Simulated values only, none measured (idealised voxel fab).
Process module under the name voxel released beams
Cross-sectional view cut (width: 145 nm; square cell size: 5 nm).
Square cells in a grid make up a cross-section in this document, and the grid is given as bands, listed from the top down, each one or more rows of cells. Look at the band entry: it leads with the top's height and the bottom's height in nm. Then it lists the materials left to right, with a width in nm for each. The word "edge to edge" on a single material says that material fills the band edge to edge. The word "empty" is empty space. Beneath 0, the wafer as received is one material, and that level is where height counting begins. The lowest band goes on downward without a bottom; it is written like "0 down". Read "30->40" as a graded width: first number on top, second number at the bottom, same change between each pair of neighbouring rows. "everything unchanged" -> step changed no cross-section cell. Closed empty spaces (no open way to the top) of 8 cells or more are what "Closed-off voids" lists, each as width x height at distance from the left edge, nm for all three. That trailing text on a step's line, after the settings, is the simulator's own remark on the step. Each step line may optionally specify "overlay nm", which for a step with a mask gives the rightward distance between the mask's planned place and where it lay, a negative value indicating the leftward direction.
# This section lists the process steps that were planned
1,RECEIVE (material Si)
2,CONFORMAL_DEP (material SiN; thk nm 10)
3,DIRECTIONAL_DEP (material SiO2; thk nm 10)
4,DIRECTIONAL_DEP (material aC; thk nm 10)
5,PATTERN (tone open; mask id ANCHOR; material resist; width nm 30; thk nm 30; overlay nm 0)
6,DIRECTIONAL_ETCH (etch materials aC; depth nm 10)
7,STRIP (etch materials resist)
8,DIRECTIONAL_ETCH (etch materials SiO2; depth nm 10)
9,STRIP (etch materials aC)
10,CONFORMAL_DEP (material TiN; thk nm 10)
11,DIRECTIONAL_DEP (material aC; thk nm 15)
12,PATTERN (tone cover; mask id BEAM; material resist; width nm 90; thk nm 35; overlay nm 0)
13,DIRECTIONAL_ETCH (etch materials aC; depth nm 15)
14,STRIP (etch materials resist)
15,DIRECTIONAL_ETCH (etch materials TiN; depth nm 10)
16,STRIP (etch materials aC)
17,STRIP (etch materials SiO2)
# The following pertains to the first of two wafers, which was processed as planned
# This is the cross-section of the wafer as we received it, i.e. after step 1
	0 down  Si edge to edge
	Closed-off voids: none
# Upon completion of step 2, the wafer appears in cross-section as shown
	10 to 0  SiN edge to edge
	All layers under 0 are left as they were.
# Upon completion of step 3, the wafer appears in cross-section as shown
	20 to 10  SiO2 edge to edge
	All layers under 10 are left as they were.
# Upon completion of step 4, the wafer appears in cross-section as shown
	30 to 20  aC edge to edge
	All layers under 20 are left as they were.
# Upon completion of step 5, the wafer appears in cross-section as shown
	60 to 30  30 of resist, then 30 of empty, then 85 of resist
	All layers under 30 are left as they were.
# Upon completion of step 6, the wafer appears in cross-section as shown
	50 to 30  30 of resist, then 30 of empty, then 85 of resist
	30 to 20  30 of aC, then 30 of empty, then 85 of aC
	All layers under 20 are left as they were.
# Upon completion of step 7, the wafer appears in cross-section as shown
	30 to 20  30 of aC, then 30 of empty, then 85 of aC
	All layers under 20 are left as they were.
# Upon completion of step 8, the wafer appears in cross-section as shown
	30 to 20  30 of aC, then 30 of empty, then 85 of aC
	20 to 10  30 of SiO2, then 30 of empty, then 85 of SiO2
	All layers under 10 are left as they were.
# Upon completion of step 9, the wafer appears in cross-section as shown
	20 to 10  30 of SiO2, then 30 of empty, then 85 of SiO2
	All layers under 10 are left as they were.
# Upon completion of step 10, the wafer appears in cross-section as shown
	30 to 20  40 of TiN, then 10 of empty, then 95 of TiN
	20 to 10  30 of SiO2, then 30 of TiN, then 85 of SiO2
	All layers under 10 are left as they were.
# Upon completion of step 11, the wafer appears in cross-section as shown
	45 to 35  40 of aC, then 10 of empty, then 95 of aC
	35 to 30  aC edge to edge
	30 to 20  40 of TiN, then 10 of aC, then 95 of TiN
	All layers under 20 are left as they were.
# Upon completion of step 12, the wafer appears in cross-section as shown
	80 to 45  25 of empty, then 90 of resist, then 30 of empty
	45 to 35  40 of aC, then 10 of resist, then 95 of aC
	All layers under 35 are left as they were.
# Upon completion of step 13, the wafer appears in cross-section as shown
	65 to 45  25 of empty, then 90 of resist, then 30 of empty
	45 to 35  25 of empty, then 15 of aC, then 10 of resist, then 65 of aC, then 30 of empty
	35 to 30  25 of empty, then 90 of aC, then 30 of empty
	All layers under 30 are left as they were.
# Upon completion of step 14, the wafer appears in cross-section as shown
	45 to 35  25 of empty, then 15 of aC, then 10 of empty, then 65 of aC, then 30 of empty
	All layers under 35 are left as they were.
# Upon completion of step 15, the wafer appears in cross-section as shown
	45 to 35  25 of empty, then 15 of aC, then 10 of empty, then 65 of aC, then 30 of empty
	35 to 30  25 of empty, then 90 of aC, then 30 of empty
	30 to 20  25 of empty, then 15 of TiN, then 10 of aC, then 65 of TiN, then 30 of empty
	All layers under 20 are left as they were.
# Upon completion of step 16, the wafer appears in cross-section as shown
	30 to 20  25 of empty, then 15 of TiN, then 10 of empty, then 65 of TiN, then 30 of empty
	All layers under 20 are left as they were.
# Upon completion of step 17, the wafer appears in cross-section as shown
	30 to 20  25 of empty, then 15 of TiN, then 10 of empty, then 65 of TiN, then 30 of empty
	20 to 10  30 of empty, then 30 of TiN, then 85 of empty
	All layers under 10 are left as they were.
# The second wafer began exactly as the first did and followed the same plan, but one mistake was made while running it; through step 13 inclusive, the two wafers are identical
# Second wafer cross-section, taken as of the time the plan sets for step 14 to be done
	45 to 35  25 of empty, then 15 of aC, then 10 of empty, then 65 of aC, then 30 of empty
	All layers under 35 are left as they were.
# Second wafer cross-section, taken as of the time the plan sets for step 15 to be done
	45 to 35  25 of empty, then 15 of aC, then 10 of empty, then 65 of aC, then 30 of empty
	35 to 30  25 of empty, then 90 of aC, then 30 of empty
	30 to 20  25 of empty, then 15 of TiN, then 10 of aC, then 65 of TiN, then 30 of empty
	All layers under 20 are left as they were.
# Second wafer cross-section, taken as of the time the plan sets for step 16 to be done
	30 to 20  25 of empty, then 15 of TiN, then 10 of empty, then 65 of TiN, then 30 of empty
	All layers under 20 are left as they were.
# Second wafer cross-section, taken as of the time the plan sets for step 17 to be done
	30 to 20  25 of empty, then 15 of TiN, then 10 of empty, then 65 of TiN, then 30 of empty
	20 to 10  30 of empty, then 30 of TiN, then 85 of empty
	All layers under 10 are left as they were.
Diagnosis: in the plan, step 14 was performed twice
The mistake has no effect on what this model computes, because the two wafers end with the same cross-section.
